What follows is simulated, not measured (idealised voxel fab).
process module | voxel gate over fins
cross-section cut | 275 nm wide | cells 5 nm
A cross-section is a grid of square cells, given in bands from the top down. A band is one or more rows of cells.
Each band's line starts with the height of the band's top and of its bottom, in nm. Then come its materials from left to right, each with its width in nm. One material with "throughout" fills the band from edge to edge. "air" is empty space.
Height 0 is the level under which the wafer as received is all one material. The lowest band goes on downwards, as in "0 down".
A width such as "30 to 40" changes by the same amount from each row of cells to the next, from the band's top row to its bottom row.
"no change" after a step means that no cell of the cross-section changed.
closed voids: empty space of 8 cells or more with no open way to the top, each as width x height at its distance from the left edge, in nm
after a step's settings: what the simulator itself notes on the step
overlay nm, on a step with a mask: how far to the right of its planned place the mask lay; to the left if negative
Each pair below shows a cross-section before one step and the cross-section after it, down to the lowest band that changed. The line under each pair gives the step between them, with its settings. The pairs can come from different runs of this module on the same starting wafer, so a pair continues from the pair above only where its "before" says so.
before
  0 down: Si throughout
  closed voids: none
after
  10 to 0: SiN throughout
  below 0: unchanged
  closed voids: none
the step between: op CONFORMAL_DEP | material SiN | thk nm 10
before: the cross-section after the pair above
after
  10 to 0: air 100 | SiN 15 | air 40 | SiN 15 | air 105
  below 0: unchanged
  closed voids: none
the step between: op MASKED_ETCH | tone cover | mask id FINS | width nm 15 | pitch nm 55 | etch materials SiN | depth nm 10 | overlay nm 0
before: the cross-section after the pair above
after
  10 to 0: air 100 | SiN 15 | air 40 | SiN 15 | air 105
  0 to -35: air 100 | Si 15 | air 40 | Si 15 | air 105
  below -35: unchanged
  closed voids: none
the step between: op MASKED_ETCH | tone cover | mask id FINS | width nm 15 | pitch nm 55 | etch materials Si | depth nm 35 | overlay nm 0
before: the cross-section after the pair above
after
  20 to 10: SiO2 throughout
  10 to 0: SiO2 100 | SiN 15 | SiO2 40 | SiN 15 | SiO2 105
  0 to -35: SiO2 100 | Si 15 | SiO2 40 | Si 15 | SiO2 105
  below -35: unchanged
  closed voids: none
the step between: op FILL_DEP | material SiO2 | thk nm 10
before: the cross-section after the pair above
after
  10 to 0: SiO2 100 | SiN 15 | SiO2 40 | SiN 15 | SiO2 105
  below 0: unchanged
  closed voids: none
the step between: op CMP | height nm 10
before: the cross-section after the pair above
after
  25 to 10: resist 125 | air 15 | resist 135
  below 10: unchanged
  closed voids: none
the step between: op PATTERN | tone open | mask id RAIL | material resist | width nm 15 | thk nm 15 | overlay nm 0
before: the cross-section after the pair above
after
  25 to 10: resist 125 | air 15 | resist 135
  10 to 0: SiO2 100 | SiN 15 | SiO2 10 | air 15 | SiO2 15 | SiN 15 | SiO2 105
  0 to -30: SiO2 100 | Si 15 | SiO2 10 | air 15 | SiO2 15 | Si 15 | SiO2 105
  below -30: unchanged
  closed voids: none
the step between: op DIRECTIONAL_ETCH | etch materials SiO2 | depth nm 40
before: the cross-section after the pair above
after
  10 to 0: SiO2 100 | SiN 15 | SiO2 10 | air 15 | SiO2 15 | SiN 15 | SiO2 105
  below 0: unchanged
  closed voids: none
the step between: op STRIP | etch materials resist
before: the cross-section after the pair above
after
  15 to 10: TiN 130 | air 5 | TiN 140
  10 to 0: SiO2 100 | SiN 15 | SiO2 10 | TiN 5 | air 5 | TiN 5 | SiO2 15 | SiN 15 | SiO2 105
  0 to -25: SiO2 100 | Si 15 | SiO2 10 | TiN 5 | air 5 | TiN 5 | SiO2 15 | Si 15 | SiO2 105
  -25 to -30: SiO2 100 | Si 15 | SiO2 10 | TiN 15 | SiO2 15 | Si 15 | SiO2 105
  below -30: unchanged
  closed voids: none
the step between: op CONFORMAL_DEP | material TiN | thk nm 5
before: the cross-section after the pair above
after
  25 to 15: W throughout
  15 to 10: TiN 130 | W 5 | TiN 140
  10 to 0: SiO2 100 | SiN 15 | SiO2 10 | TiN 5 | W 5 | TiN 5 | SiO2 15 | SiN 15 | SiO2 105
  0 to -25: SiO2 100 | Si 15 | SiO2 10 | TiN 5 | W 5 | TiN 5 | SiO2 15 | Si 15 | SiO2 105
  below -25: unchanged
  closed voids: none
the step between: op FILL_DEP | material W | thk nm 10
before: the cross-section after the pair above
after
  10 to 0: SiO2 100 | SiN 15 | SiO2 10 | TiN 5 | W 5 | TiN 5 | SiO2 15 | SiN 15 | SiO2 105
  below 0: unchanged
  closed voids: none
the step between: op CMP | height nm 10
before: the cross-section after the pair above
after
  10 to 0: SiO2 100 | SiN 15 | SiO2 10 | air 15 | SiO2 15 | SiN 15 | SiO2 105
  0 to -20: SiO2 100 | Si 15 | SiO2 10 | air 15 | SiO2 15 | Si 15 | SiO2 105
  below -20: unchanged
  closed voids: none
the step between: op SELECTIVE_ETCH | etch materials W Ru TiN | depth nm 30
before: the cross-section after the pair above
after
  15 to 10: SiO2 throughout
  10 to 0: SiO2 100 | SiN 15 | SiO2 40 | SiN 15 | SiO2 105
  0 to -20: SiO2 100 | Si 15 | SiO2 40 | Si 15 | SiO2 105
  below -20: unchanged
  closed voids: none
the step between: op FILL_DEP | material SiO2 | thk nm 5
before: the cross-section after the pair above
after
  10 to 0: SiO2 100 | SiN 15 | SiO2 40 | SiN 15 | SiO2 105
  below 0: unchanged
  closed voids: none
the step between: op CMP | height nm 10
before: the cross-section after the pair above
after
  10 to 0: air 100 | SiN 15 | air 40 | SiN 15 | air 105
  0 to -15: air 100 | Si 15 | air 40 | Si 15 | air 105
  below -15: unchanged
  closed voids: none
the step between: op SELECTIVE_ETCH | etch materials SiO2 | depth nm 25
before: the cross-section after the pair above
after
  0 to -15: air 100 | Si 15 | air 40 | Si 15 | air 105
  below -15: unchanged
  closed voids: none
the step between: op STRIP | etch materials SiN
before: the cross-section after the pair above
after
  5 to 0: air 95 | HfO2 25 | air 30 | HfO2 25 | air 100
  0 to -10: air 95 | HfO2 5 | Si 15 | HfO2 5 | air 30 | HfO2 5 | Si 15 | HfO2 5 | air 100
  -10 to -15: HfO2 100 | Si 15 | HfO2 40 | Si 15 | HfO2 105
  below -15: unchanged
  closed voids: none
the step between: op CONFORMAL_DEP | material HfO2 | thk nm 5
before: the cross-section after the pair above
after
  10 to 5: air 90 | TiN 35 | air 20 | TiN 35 | air 95
  5 to 0: air 90 | TiN 5 | HfO2 25 | TiN 5 | air 20 | TiN 5 | HfO2 25 | TiN 5 | air 95
  0 to -5: air 90 | TiN 5 | HfO2 5 | Si 15 | HfO2 5 | TiN 5 | air 20 | TiN 5 | HfO2 5 | Si 15 | HfO2 5 | TiN 5 | air 95
  -5 to -10: TiN 95 | HfO2 5 | Si 15 | HfO2 5 | TiN 30 | HfO2 5 | Si 15 | HfO2 5 | TiN 100
  below -10: unchanged
  closed voids: none
the step between: op CONFORMAL_DEP | material TiN | thk nm 5
before: the cross-section after the pair above
after
  15 to 10: air 85 | TiAl 45 | air 10 | TiAl 45 | air 90
  10 to 5: air 85 | TiAl 5 | TiN 35 | TiAl 5 | air 10 | TiAl 5 | TiN 35 | TiAl 5 | air 90
  5 to 0: air 85 | TiAl 5 | TiN 5 | HfO2 25 | TiN 5 | TiAl 5 | air 10 | TiAl 5 | TiN 5 | HfO2 25 | TiN 5 | TiAl 5 | air 90
  0 to -5: TiAl 90 | TiN 5 | HfO2 5 | Si 15 | HfO2 5 | TiN 5 | TiAl 20 | TiN 5 | HfO2 5 | Si 15 | HfO2 5 | TiN 5 | TiAl 95
  below -5: unchanged
  closed voids: none
the step between: op CONFORMAL_DEP | material TiAl | thk nm 5
before: the cross-section after the pair above
after
  20 to 15: air 80 | TiN 110 | air 85
  15 to 10: air 80 | TiN 5 | TiAl 45 | TiN 10 | TiAl 45 | TiN 5 | air 85
  10 to 5: air 80 | TiN 5 | TiAl 5 | TiN 35 | TiAl 5 | TiN 10 | TiAl 5 | TiN 35 | TiAl 5 | TiN 5 | air 85
  5 to 0: TiN 85 | TiAl 5 | TiN 5 | HfO2 25 | TiN 5 | TiAl 5 | TiN 10 | TiAl 5 | TiN 5 | HfO2 25 | TiN 5 | TiAl 5 | TiN 90
  below 0: unchanged
  closed voids: none
the step between: op CONFORMAL_DEP | material TiN | thk nm 5
before: the cross-section after the pair above
after
  30 to 20: W throughout
  20 to 15: W 80 | TiN 110 | W 85
  15 to 10: W 80 | TiN 5 | TiAl 45 | TiN 10 | TiAl 45 | TiN 5 | W 85
  10 to 5: W 80 | TiN 5 | TiAl 5 | TiN 35 | TiAl 5 | TiN 10 | TiAl 5 | TiN 35 | TiAl 5 | TiN 5 | W 85
  below 5: unchanged
  closed voids: none
the step between: op FILL_DEP | material W | thk nm 10
before: the cross-section after the pair above
after
  25 to 20: W throughout
  below 20: unchanged
  closed voids: none
the step between: op CMP | height nm 25
before: the cross-section after the pair above
after
  35 to 25: SiN throughout
  below 25: unchanged
  closed voids: none
the step between: op CONFORMAL_DEP | material SiN | thk nm 10
before
  5 to 0: air 95 | HfO2 25 | air 30 | HfO2 25 | air 100
  0 to -10: air 95 | HfO2 5 | Si 15 | HfO2 5 | air 30 | HfO2 5 | Si 15 | HfO2 5 | air 100
  -10 to -15: HfO2 100 | Si 15 | HfO2 40 | Si 15 | HfO2 105
  -15 to -20: SiO2 100 | Si 15 | SiO2 40 | Si 15 | SiO2 105
  -20 to -25: SiO2 100 | Si 15 | SiO2 10 | TiN 5 | W 5 | TiN 5 | SiO2 15 | Si 15 | SiO2 105
  -25 to -30: SiO2 100 | Si 15 | SiO2 10 | TiN 15 | SiO2 15 | Si 15 | SiO2 105
  -30 to -35: SiO2 100 | Si 15 | SiO2 40 | Si 15 | SiO2 105
  -35 down: Si throughout
  closed voids: none
after
  10 to 5: air 90 | TiAl 35 | air 20 | TiAl 35 | air 95
  5 to 0: air 90 | TiAl 5 | HfO2 25 | TiAl 5 | air 20 | TiAl 5 | HfO2 25 | TiAl 5 | air 95
  0 to -5: air 90 | TiAl 5 | HfO2 5 | Si 15 | HfO2 5 | TiAl 5 | air 20 | TiAl 5 | HfO2 5 | Si 15 | HfO2 5 | TiAl 5 | air 95
  -5 to -10: TiAl 95 | HfO2 5 | Si 15 | HfO2 5 | TiAl 30 | HfO2 5 | Si 15 | HfO2 5 | TiAl 100
  below -10: unchanged
  closed voids: none
the step between: op CONFORMAL_DEP | material TiAl | thk nm 5
before: the cross-section after the pair above
after
  15 to 10: air 85 | TiN 45 | air 10 | TiN 45 | air 90
  10 to 5: air 85 | TiN 5 | TiAl 35 | TiN 5 | air 10 | TiN 5 | TiAl 35 | TiN 5 | air 90
  5 to 0: air 85 | TiN 5 | TiAl 5 | HfO2 25 | TiAl 5 | TiN 5 | air 10 | TiN 5 | TiAl 5 | HfO2 25 | TiAl 5 | TiN 5 | air 90
  0 to -5: TiN 90 | TiAl 5 | HfO2 5 | Si 15 | HfO2 5 | TiAl 5 | TiN 20 | TiAl 5 | HfO2 5 | Si 15 | HfO2 5 | TiAl 5 | TiN 95
  below -5: unchanged
  closed voids: none
the step between: op CONFORMAL_DEP | material TiN | thk nm 5
before: the cross-section after the pair above
after
  25 to 15: W throughout
  15 to 10: W 85 | TiN 45 | W 10 | TiN 45 | W 90
  10 to 5: W 85 | TiN 5 | TiAl 35 | TiN 5 | W 10 | TiN 5 | TiAl 35 | TiN 5 | W 90
  5 to 0: W 85 | TiN 5 | TiAl 5 | HfO2 25 | TiAl 5 | TiN 5 | W 10 | TiN 5 | TiAl 5 | HfO2 25 | TiAl 5 | TiN 5 | W 90
  below 0: unchanged
  closed voids: none
the step between: op FILL_DEP | material W | thk nm 10
before: the cross-section after the pair above
after
  35 to 25: SiN throughout
  below 25: unchanged
  closed voids: none
the step between: op CONFORMAL_DEP | material SiN | thk nm 10
before
  10 to 0: air 100 | SiN 15 | air 40 | SiN 15 | air 105
  0 to -35: air 100 | Si 15 | air 40 | Si 15 | air 105
  -35 down: Si throughout
  closed voids: none
after
  10 to 0: air 100 | SiN 15 | air 40 | SiN 15 | air 105
  0 to -70: air 100 | Si 15 | air 40 | Si 15 | air 105
  below -70: unchanged
  closed voids: none
the step between: op MASKED_ETCH | tone cover | mask id FINS | width nm 15 | pitch nm 55 | etch materials Si | depth nm 35 | overlay nm 0
before: the cross-section after the pair above
after
  20 to 10: SiO2 throughout
  10 to 0: SiO2 100 | SiN 15 | SiO2 40 | SiN 15 | SiO2 105
  0 to -70: SiO2 100 | Si 15 | SiO2 40 | Si 15 | SiO2 105
  below -70: unchanged
  closed voids: none
the step between: op FILL_DEP | material SiO2 | thk nm 10
before: the cross-section after the pair above
after
  10 to 0: SiO2 100 | SiN 15 | SiO2 40 | SiN 15 | SiO2 105
  below 0: unchanged
  closed voids: none
the step between: op CMP | height nm 10
before: the cross-section after the pair above
after
  25 to 10: resist 125 | air 15 | resist 135
  below 10: unchanged
  closed voids: none
the step between: op PATTERN | tone open | mask id RAIL | material resist | width nm 15 | thk nm 15 | overlay nm 0
before: the cross-section after the pair above
after
  25 to 10: resist 125 | air 15 | resist 135
  10 to 0: SiO2 100 | SiN 15 | SiO2 10 | air 15 | SiO2 15 | SiN 15 | SiO2 105
  0 to -30: SiO2 100 | Si 15 | SiO2 10 | air 15 | SiO2 15 | Si 15 | SiO2 105
  below -30: unchanged
  closed voids: none
the step between: op DIRECTIONAL_ETCH | etch materials SiO2 | depth nm 40
before: the cross-section after the pair above
after
  10 to 0: SiO2 100 | SiN 15 | SiO2 10 | air 15 | SiO2 15 | SiN 15 | SiO2 105
  below 0: unchanged
  closed voids: none
the step between: op STRIP | etch materials resist
before: the cross-section after the pair above
after
  15 to 10: TiN 130 | air 5 | TiN 140
  10 to 0: SiO2 100 | SiN 15 | SiO2 10 | TiN 5 | air 5 | TiN 5 | SiO2 15 | SiN 15 | SiO2 105
  0 to -25: SiO2 100 | Si 15 | SiO2 10 | TiN 5 | air 5 | TiN 5 | SiO2 15 | Si 15 | SiO2 105
  -25 to -30: SiO2 100 | Si 15 | SiO2 10 | TiN 15 | SiO2 15 | Si 15 | SiO2 105
  below -30: unchanged
  closed voids: none
the step between: op CONFORMAL_DEP | material TiN | thk nm 5
before: the cross-section after the pair above
after
  25 to 15: W throughout
  15 to 10: TiN 130 | W 5 | TiN 140
  10 to 0: SiO2 100 | SiN 15 | SiO2 10 | TiN 5 | W 5 | TiN 5 | SiO2 15 | SiN 15 | SiO2 105
  0 to -25: SiO2 100 | Si 15 | SiO2 10 | TiN 5 | W 5 | TiN 5 | SiO2 15 | Si 15 | SiO2 105
  below -25: unchanged
  closed voids: none
the step between: op FILL_DEP | material W | thk nm 10
before: the cross-section after the pair above
after
  10 to 0: SiO2 100 | SiN 15 | SiO2 10 | TiN 5 | W 5 | TiN 5 | SiO2 15 | SiN 15 | SiO2 105
  below 0: unchanged
  closed voids: none
the step between: op CMP | height nm 10
before: the cross-section after the pair above
after
  10 to 0: SiO2 100 | SiN 15 | SiO2 10 | air 15 | SiO2 15 | SiN 15 | SiO2 105
  0 to -20: SiO2 100 | Si 15 | SiO2 10 | air 15 | SiO2 15 | Si 15 | SiO2 105
  below -20: unchanged
  closed voids: none
the step between: op SELECTIVE_ETCH | etch materials W Ru TiN | depth nm 30
before: the cross-section after the pair above
after
  15 to 10: SiO2 throughout
  10 to 0: SiO2 100 | SiN 15 | SiO2 40 | SiN 15 | SiO2 105
  0 to -20: SiO2 100 | Si 15 | SiO2 40 | Si 15 | SiO2 105
  below -20: unchanged
  closed voids: none
the step between: op FILL_DEP | material SiO2 | thk nm 5
before: the cross-section after the pair above
after
  10 to 0: SiO2 100 | SiN 15 | SiO2 40 | SiN 15 | SiO2 105
  below 0: unchanged
  closed voids: none
the step between: op CMP | height nm 10
before: the cross-section after the pair above
after
  10 to 0: air 100 | SiN 15 | air 40 | SiN 15 | air 105
  0 to -15: air 100 | Si 15 | air 40 | Si 15 | air 105
  below -15: unchanged
  closed voids: none
the step between: op SELECTIVE_ETCH | etch materials SiO2 | depth nm 25
before: the cross-section after the pair above
after
  0 to -15: air 100 | Si 15 | air 40 | Si 15 | air 105
  below -15: unchanged
  closed voids: none
the step between: op STRIP | etch materials SiN
before: the cross-section after the pair above
after
  5 to 0: air 95 | HfO2 25 | air 30 | HfO2 25 | air 100
  0 to -10: air 95 | HfO2 5 | Si 15 | HfO2 5 | air 30 | HfO2 5 | Si 15 | HfO2 5 | air 100
  -10 to -15: HfO2 100 | Si 15 | HfO2 40 | Si 15 | HfO2 105
  below -15: unchanged
  closed voids: none
the step between: op CONFORMAL_DEP | material HfO2 | thk nm 5
before: the cross-section after the pair above
after
  10 to 5: air 90 | TiN 35 | air 20 | TiN 35 | air 95
  5 to 0: air 90 | TiN 5 | HfO2 25 | TiN 5 | air 20 | TiN 5 | HfO2 25 | TiN 5 | air 95
  0 to -5: air 90 | TiN 5 | HfO2 5 | Si 15 | HfO2 5 | TiN 5 | air 20 | TiN 5 | HfO2 5 | Si 15 | HfO2 5 | TiN 5 | air 95
  -5 to -10: TiN 95 | HfO2 5 | Si 15 | HfO2 5 | TiN 30 | HfO2 5 | Si 15 | HfO2 5 | TiN 100
  below -10: unchanged
  closed voids: none
the step between: op CONFORMAL_DEP | material TiN | thk nm 5
before: the cross-section after the pair above
after
  15 to 10: air 85 | TiAl 45 | air 10 | TiAl 45 | air 90
  10 to 5: air 85 | TiAl 5 | TiN 35 | TiAl 5 | air 10 | TiAl 5 | TiN 35 | TiAl 5 | air 90
  5 to 0: air 85 | TiAl 5 | TiN 5 | HfO2 25 | TiN 5 | TiAl 5 | air 10 | TiAl 5 | TiN 5 | HfO2 25 | TiN 5 | TiAl 5 | air 90
  0 to -5: TiAl 90 | TiN 5 | HfO2 5 | Si 15 | HfO2 5 | TiN 5 | TiAl 20 | TiN 5 | HfO2 5 | Si 15 | HfO2 5 | TiN 5 | TiAl 95
  below -5: unchanged
  closed voids: none
the step between: op CONFORMAL_DEP | material TiAl | thk nm 5
before: the cross-section after the pair above
after
  20 to 15: air 80 | TiN 110 | air 85
  15 to 10: air 80 | TiN 5 | TiAl 45 | TiN 10 | TiAl 45 | TiN 5 | air 85
  10 to 5: air 80 | TiN 5 | TiAl 5 | TiN 35 | TiAl 5 | TiN 10 | TiAl 5 | TiN 35 | TiAl 5 | TiN 5 | air 85
  5 to 0: TiN 85 | TiAl 5 | TiN 5 | HfO2 25 | TiN 5 | TiAl 5 | TiN 10 | TiAl 5 | TiN 5 | HfO2 25 | TiN 5 | TiAl 5 | TiN 90
  below 0: unchanged
  closed voids: none
the step between: op CONFORMAL_DEP | material TiN | thk nm 5
before: the cross-section after the pair above
after
  30 to 20: W throughout
  20 to 15: W 80 | TiN 110 | W 85
  15 to 10: W 80 | TiN 5 | TiAl 45 | TiN 10 | TiAl 45 | TiN 5 | W 85
  10 to 5: W 80 | TiN 5 | TiAl 5 | TiN 35 | TiAl 5 | TiN 10 | TiAl 5 | TiN 35 | TiAl 5 | TiN 5 | W 85
  below 5: unchanged
  closed voids: none
the step between: op FILL_DEP | material W | thk nm 10
before: the cross-section after the pair above
after
  25 to 20: W throughout
  below 20: unchanged
  closed voids: none
the step between: op CMP | height nm 25
before: the cross-section after the pair above
after
  35 to 25: SiN throughout
  below 25: unchanged
  closed voids: none
the step between: op CONFORMAL_DEP | material SiN | thk nm 10
before
  10 to 0: SiO2 100 | SiN 15 | SiO2 40 | SiN 15 | SiO2 105
  0 to -20: SiO2 100 | Si 15 | SiO2 40 | Si 15 | SiO2 105
  -20 to -25: SiO2 100 | Si 15 | SiO2 10 | TiN 5 | W 5 | TiN 5 | SiO2 15 | Si 15 | SiO2 105
  -25 to -30: SiO2 100 | Si 15 | SiO2 10 | TiN 15 | SiO2 15 | Si 15 | SiO2 105
  -30 to -35: SiO2 100 | Si 15 | SiO2 40 | Si 15 | SiO2 105
  -35 down: Si throughout
  closed voids: none
after
  10 to 0: SiO2 100 | air 15 | SiO2 40 | air 15 | SiO2 105
  below 0: unchanged
  closed voids: none
the step between: op STRIP | etch materials SiN
before: the cross-section after the pair above
after
  0 to -15: air 100 | Si 15 | air 40 | Si 15 | air 105
  -15 to -20: SiO2 75 | air 25 | Si 15 | air 40 | Si 15 | air 25 | SiO2 80
  -20 to -25: SiO2 75 | air 25 | Si 15 | air 10 | TiN 5 | W 5 | TiN 5 | air 15 | Si 15 | air 25 | SiO2 80
  below -25: unchanged
  closed voids: none
the step between: op SELECTIVE_ETCH | etch materials SiO2 | depth nm 25
before: the cross-section after the pair above
after
  5 to 0: air 95 | HfO2 25 | air 30 | HfO2 25 | air 100
  0 to -10: air 95 | HfO2 5 | Si 15 | HfO2 5 | air 30 | HfO2 5 | Si 15 | HfO2 5 | air 100
  -10 to -15: HfO2 80 | air 15 | HfO2 5 | Si 15 | HfO2 5 | air 30 | HfO2 5 | Si 15 | HfO2 5 | air 15 | HfO2 85
  -15 to -20: SiO2 75 | HfO2 5 | air 15 | HfO2 5 | Si 15 | HfO2 30 | air 5 | HfO2 5 | Si 15 | HfO2 5 | air 15 | HfO2 5 | SiO2 80
  -20 to -25: SiO2 75 | HfO2 25 | Si 15 | HfO2 10 | TiN 5 | W 5 | TiN 5 | HfO2 15 | Si 15 | HfO2 25 | SiO2 80
  below -25: unchanged
  closed voids: none
the step between: op CONFORMAL_DEP | material HfO2 | thk nm 5
before: the cross-section after the pair above
after
  10 to 5: air 90 | TiN 35 | air 20 | TiN 35 | air 95
  5 to 0: air 90 | TiN 5 | HfO2 25 | TiN 5 | air 20 | TiN 5 | HfO2 25 | TiN 5 | air 95
  0 to -5: air 90 | TiN 5 | HfO2 5 | Si 15 | HfO2 5 | TiN 5 | air 20 | TiN 5 | HfO2 5 | Si 15 | HfO2 5 | TiN 5 | air 95
  -5 to -10: TiN 85 | air 5 | TiN 5 | HfO2 5 | Si 15 | HfO2 5 | TiN 5 | air 20 | TiN 5 | HfO2 5 | Si 15 | HfO2 5 | TiN 5 | air 5 | TiN 90
  -10 to -15: HfO2 80 | TiN 5 | air 5 | TiN 5 | HfO2 5 | Si 15 | HfO2 5 | TiN 30 | HfO2 5 | Si 15 | HfO2 5 | TiN 5 | air 5 | TiN 5 | HfO2 85
  -15 to -20: SiO2 75 | HfO2 5 | TiN 15 | HfO2 5 | Si 15 | HfO2 30 | TiN 5 | HfO2 5 | Si 15 | HfO2 5 | TiN 15 | HfO2 5 | SiO2 80
  below -20: unchanged
  closed voids: none
the step between: op CONFORMAL_DEP | material TiN | thk nm 5
before: the cross-section after the pair above
after
  15 to 10: air 85 | TiAl 45 | air 10 | TiAl 45 | air 90
  10 to 5: air 85 | TiAl 5 | TiN 35 | TiAl 5 | air 10 | TiAl 5 | TiN 35 | TiAl 5 | air 90
  5 to 0: air 85 | TiAl 5 | TiN 5 | HfO2 25 | TiN 5 | TiAl 5 | air 10 | TiAl 5 | TiN 5 | HfO2 25 | TiN 5 | TiAl 5 | air 90
  0 to -5: TiAl 90 | TiN 5 | HfO2 5 | Si 15 | HfO2 5 | TiN 5 | TiAl 5 | air 10 | TiAl 5 | TiN 5 | HfO2 5 | Si 15 | HfO2 5 | TiN 5 | TiAl 95
  -5 to -10: TiN 85 | TiAl 5 | TiN 5 | HfO2 5 | Si 15 | HfO2 5 | TiN 5 | TiAl 20 | TiN 5 | HfO2 5 | Si 15 | HfO2 5 | TiN 5 | TiAl 5 | TiN 90
  -10 to -15: HfO2 80 | TiN 5 | TiAl 5 | TiN 5 | HfO2 5 | Si 15 | HfO2 5 | TiN 30 | HfO2 5 | Si 15 | HfO2 5 | TiN 5 | TiAl 5 | TiN 5 | HfO2 85
  below -15: unchanged
  closed voids: none
the step between: op CONFORMAL_DEP | material TiAl | thk nm 5
before: the cross-section after the pair above
after
  20 to 15: air 80 | TiN 110 | air 85
  15 to 10: air 80 | TiN 5 | TiAl 45 | TiN 10 | TiAl 45 | TiN 5 | air 85
  10 to 5: air 80 | TiN 5 | TiAl 5 | TiN 35 | TiAl 5 | TiN 10 | TiAl 5 | TiN 35 | TiAl 5 | TiN 5 | air 85
  5 to 0: TiN 85 | TiAl 5 | TiN 5 | HfO2 25 | TiN 5 | TiAl 5 | TiN 10 | TiAl 5 | TiN 5 | HfO2 25 | TiN 5 | TiAl 5 | TiN 90
  0 to -5: TiAl 90 | TiN 5 | HfO2 5 | Si 15 | HfO2 5 | TiN 5 | TiAl 5 | TiN 10 | TiAl 5 | TiN 5 | HfO2 5 | Si 15 | HfO2 5 | TiN 5 | TiAl 95
  below -5: unchanged
  closed voids: none
the step between: op CONFORMAL_DEP | material TiN | thk nm 5
before: the cross-section after the pair above
after
  30 to 20: W throughout
  20 to 15: W 80 | TiN 110 | W 85
  15 to 10: W 80 | TiN 5 | TiAl 45 | TiN 10 | TiAl 45 | TiN 5 | W 85
  10 to 5: W 80 | TiN 5 | TiAl 5 | TiN 35 | TiAl 5 | TiN 10 | TiAl 5 | TiN 35 | TiAl 5 | TiN 5 | W 85
  below 5: unchanged
  closed voids: none
the step between: op FILL_DEP | material W | thk nm 10
before: the cross-section after the pair above
after
  25 to 20: W throughout
  below 20: unchanged
  closed voids: none
the step between: op CMP | height nm 25
before: the cross-section after the pair above
after
  35 to 25: SiN throughout
  below 25: unchanged
  closed voids: none
the step between: op CONFORMAL_DEP | material SiN | thk nm 10
before
  10 to 0: air 100 | SiN 15 | air 40 | SiN 15 | air 105
  0 down: Si throughout
  closed voids: none
after
  10 to 0: air 100 | SiN 15 | air 40 | SiN 15 | air 105
  0 to -40: air 100 | Si 15 | air 40 | Si 15 | air 105
  below -40: unchanged
  closed voids: none
the step between: op MASKED_ETCH | tone cover | mask id FINS | width nm 15 | pitch nm 55 | etch materials Si | depth nm 40 | overlay nm 0
before: the cross-section after the pair above
after
  20 to 10: SiO2 throughout
  10 to 0: SiO2 100 | SiN 15 | SiO2 40 | SiN 15 | SiO2 105
  0 to -40: SiO2 100 | Si 15 | SiO2 40 | Si 15 | SiO2 105
  below -40: unchanged
  closed voids: none
the step between: op FILL_DEP | material SiO2 | thk nm 10
before: the cross-section after the pair above
after
  10 to 0: SiO2 100 | SiN 15 | SiO2 40 | SiN 15 | SiO2 105
  below 0: unchanged
  closed voids: none
the step between: op CMP | height nm 10
before: the cross-section after the pair above
after
  25 to 10: resist 125 | air 15 | resist 135
  below 10: unchanged
  closed voids: none
the step between: op PATTERN | tone open | mask id RAIL | material resist | width nm 15 | thk nm 15 | overlay nm 0
before: the cross-section after the pair above
after
  25 to 10: resist 125 | air 15 | resist 135
  10 to 0: SiO2 100 | SiN 15 | SiO2 10 | air 15 | SiO2 15 | SiN 15 | SiO2 105
  0 to -30: SiO2 100 | Si 15 | SiO2 10 | air 15 | SiO2 15 | Si 15 | SiO2 105
  below -30: unchanged
  closed voids: none
the step between: op DIRECTIONAL_ETCH | etch materials SiO2 | depth nm 40
before: the cross-section after the pair above
after
  10 to 0: SiO2 100 | SiN 15 | SiO2 10 | air 15 | SiO2 15 | SiN 15 | SiO2 105
  below 0: unchanged
  closed voids: none
the step between: op STRIP | etch materials resist
before: the cross-section after the pair above
after
  15 to 10: TiN 130 | air 5 | TiN 140
  10 to 0: SiO2 100 | SiN 15 | SiO2 10 | TiN 5 | air 5 | TiN 5 | SiO2 15 | SiN 15 | SiO2 105
  0 to -25: SiO2 100 | Si 15 | SiO2 10 | TiN 5 | air 5 | TiN 5 | SiO2 15 | Si 15 | SiO2 105
  -25 to -30: SiO2 100 | Si 15 | SiO2 10 | TiN 15 | SiO2 15 | Si 15 | SiO2 105
  below -30: unchanged
  closed voids: none
the step between: op CONFORMAL_DEP | material TiN | thk nm 5
before: the cross-section after the pair above
after
  25 to 15: W throughout
  15 to 10: TiN 130 | W 5 | TiN 140
  10 to 0: SiO2 100 | SiN 15 | SiO2 10 | TiN 5 | W 5 | TiN 5 | SiO2 15 | SiN 15 | SiO2 105
  0 to -25: SiO2 100 | Si 15 | SiO2 10 | TiN 5 | W 5 | TiN 5 | SiO2 15 | Si 15 | SiO2 105
  below -25: unchanged
  closed voids: none
the step between: op FILL_DEP | material W | thk nm 10
before: the cross-section after the pair above
after
  10 to 0: SiO2 100 | SiN 15 | SiO2 10 | TiN 5 | W 5 | TiN 5 | SiO2 15 | SiN 15 | SiO2 105
  below 0: unchanged
  closed voids: none
the step between: op CMP | height nm 10
before: the cross-section after the pair above
after
  10 to 0: SiO2 100 | SiN 15 | SiO2 10 | air 15 | SiO2 15 | SiN 15 | SiO2 105
  0 to -20: SiO2 100 | Si 15 | SiO2 10 | air 15 | SiO2 15 | Si 15 | SiO2 105
  below -20: unchanged
  closed voids: none
the step between: op SELECTIVE_ETCH | etch materials W Ru TiN | depth nm 30
before: the cross-section after the pair above
after
  15 to 10: SiO2 throughout
  10 to 0: SiO2 100 | SiN 15 | SiO2 40 | SiN 15 | SiO2 105
  0 to -20: SiO2 100 | Si 15 | SiO2 40 | Si 15 | SiO2 105
  below -20: unchanged
  closed voids: none
the step between: op FILL_DEP | material SiO2 | thk nm 5
before: the cross-section after the pair above
after
  10 to 0: SiO2 100 | SiN 15 | SiO2 40 | SiN 15 | SiO2 105
  below 0: unchanged
  closed voids: none
the step between: op CMP | height nm 10
before: the cross-section after the pair above
after
  10 to 0: air 100 | SiN 15 | air 40 | SiN 15 | air 105
  0 to -15: air 100 | Si 15 | air 40 | Si 15 | air 105
  below -15: unchanged
  closed voids: none
the step between: op SELECTIVE_ETCH | etch materials SiO2 | depth nm 25
before: the cross-section after the pair above
after
  0 to -15: air 100 | Si 15 | air 40 | Si 15 | air 105
  below -15: unchanged
  closed voids: none
the step between: op STRIP | etch materials SiN
before: the cross-section after the pair above
after
  5 to 0: air 95 | HfO2 25 | air 30 | HfO2 25 | air 100
  0 to -10: air 95 | HfO2 5 | Si 15 | HfO2 5 | air 30 | HfO2 5 | Si 15 | HfO2 5 | air 100
  -10 to -15: HfO2 100 | Si 15 | HfO2 40 | Si 15 | HfO2 105
  below -15: unchanged
  closed voids: none
the step between: op CONFORMAL_DEP | material HfO2 | thk nm 5
